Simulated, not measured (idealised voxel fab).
Process module under the name voxel self aligned vias
Square cell edge 5 nm, section width 290 nm, ID cut.
Cross-section, as written here: a square-cell grid given band by band from the top down, where a band holds one or more rows of cells. In this notation a band is specified by the heights of its top and bottom, in that order and in nm, after which its materials appear from left to right, each paired with its width in nm. The word "all across" attached to a single material means that material fills the band from edge to edge; the word "air" stands for empty space. Height 0 is the level under which the wafer as received is all one material. The lowest band goes on downwards, as in "z 0 and below". Width spec "30->40" -> top row of cells at first value, bottom row at second value, equal per-row change in between. A step reported as "remained the same" is a step in which no cell of the cross-section changed. The list in "Completely enclosed voids" covers empty spaces of 8 cells or more that cannot reach the top through any open way, and it gives each as width x height at distance; the distance is from the left edge, and width, height and distance are in nm. Whatever follows a step's settings on its line is a remark the simulator itself makes about that step. overlay nm: mask right of planned place by this much (step with mask). Neg. = left.

## Intended process steps
| 1 | RECEIVE (material Si) |
| 2 | CONFORMAL_DEP (material SiO2; thk nm 15) |
| 3 | CONFORMAL_DEP (material SiCN; thk nm 5) |
| 4 | DIRECTIONAL_DEP (material SiO2; thk nm 20) |
| 5 | PATTERN (tone open; mask id LINES; material resist; width nm 25; pitch nm 55; thk nm 15; overlay nm 0) |
| 6 | DIRECTIONAL_ETCH (etch materials SiO2; depth nm 20) |
| 7 | STRIP (etch materials resist) |
| 8 | CONFORMAL_DEP (material TiN; thk nm 5) |
| 9 | FILL_DEP (material Ru; thk nm 5) |
| 10 | CMP (height nm 40) |
| 11 | SELECTIVE_ETCH (etch materials W Ru TiN; depth nm 10) |
| 12 | FILL_DEP (material SiN; thk nm 10) |
| 13 | CMP (height nm 40) |
| 14 | DIRECTIONAL_DEP (material SiO2; thk nm 15) |
| 15 | DIRECTIONAL_DEP (material aC; thk nm 15) |
| 16 | PATTERN (tone open; mask id VIAS; material resist; width nm 35; pitch nm 55; thk nm 35; overlay nm 0) |
| 17 | DIRECTIONAL_ETCH (etch materials aC; depth nm 15) |
| 18 | STRIP (etch materials resist) |
| 19 | DIRECTIONAL_ETCH (etch materials SiO2; depth nm 15) |
| 20 | DIRECTIONAL_ETCH (etch materials SiN; depth nm 10) |
| 21 | STRIP (etch materials aC) |
| 22 | CONFORMAL_DEP (material TiN; thk nm 5) |
| 23 | FILL_DEP (material Ru; thk nm 5) |
| 24 | CMP (height nm 55) |
| 25 | CONFORMAL_DEP (material SiCN; thk nm 5) |

## Cross-section of the wafer at receipt, which is the condition after step 1
* z 0 and below = Si all across
* Completely enclosed voids: none

## Final cross-section, module run with one mistake (start and plan as above)
* z 60 to 55 = SiCN all across
* z 55 to 45 = 105 SiO2, then 5 TiN, then 25 Ru, then 5 TiN, then 20 SiO2, then 5 TiN, then 25 Ru, then 5 TiN, then 95 SiO2
* z 45 to 35 = 105 SiO2, then 5 TiN, then 15 Ru, then 15->5 TiN, then 20->30 SiO2, then 5 TiN, then 15 Ru, then 15->5 TiN, then 95->105 SiO2
* z 35 to 30 = 105 SiO2, then 25 TiN, then 30 SiO2, then 25 TiN, then 105 SiO2
* z 30 to 25 = 105 SiO2, then 5 TiN, then 15 Ru, then 5 TiN, then 30 SiO2, then 5 TiN, then 15 Ru, then 5 TiN, then 105 SiO2
* z 25 to 20 = 105 SiO2, then 25 TiN, then 30 SiO2, then 25 TiN, then 105 SiO2
* z 20 to 15 = SiCN all across
* z 15 to 0 = SiO2 all across
* z 0 and below = Si all across
* Completely enclosed voids: none
Want to know what went wrong? it should be noted that step 16 was executed with settings other than those planned, the operation and settings actually applied being PATTERN (tone open; mask id VIAS; material resist; width nm 35; pitch nm 55; thk nm 35; overlay nm 5)
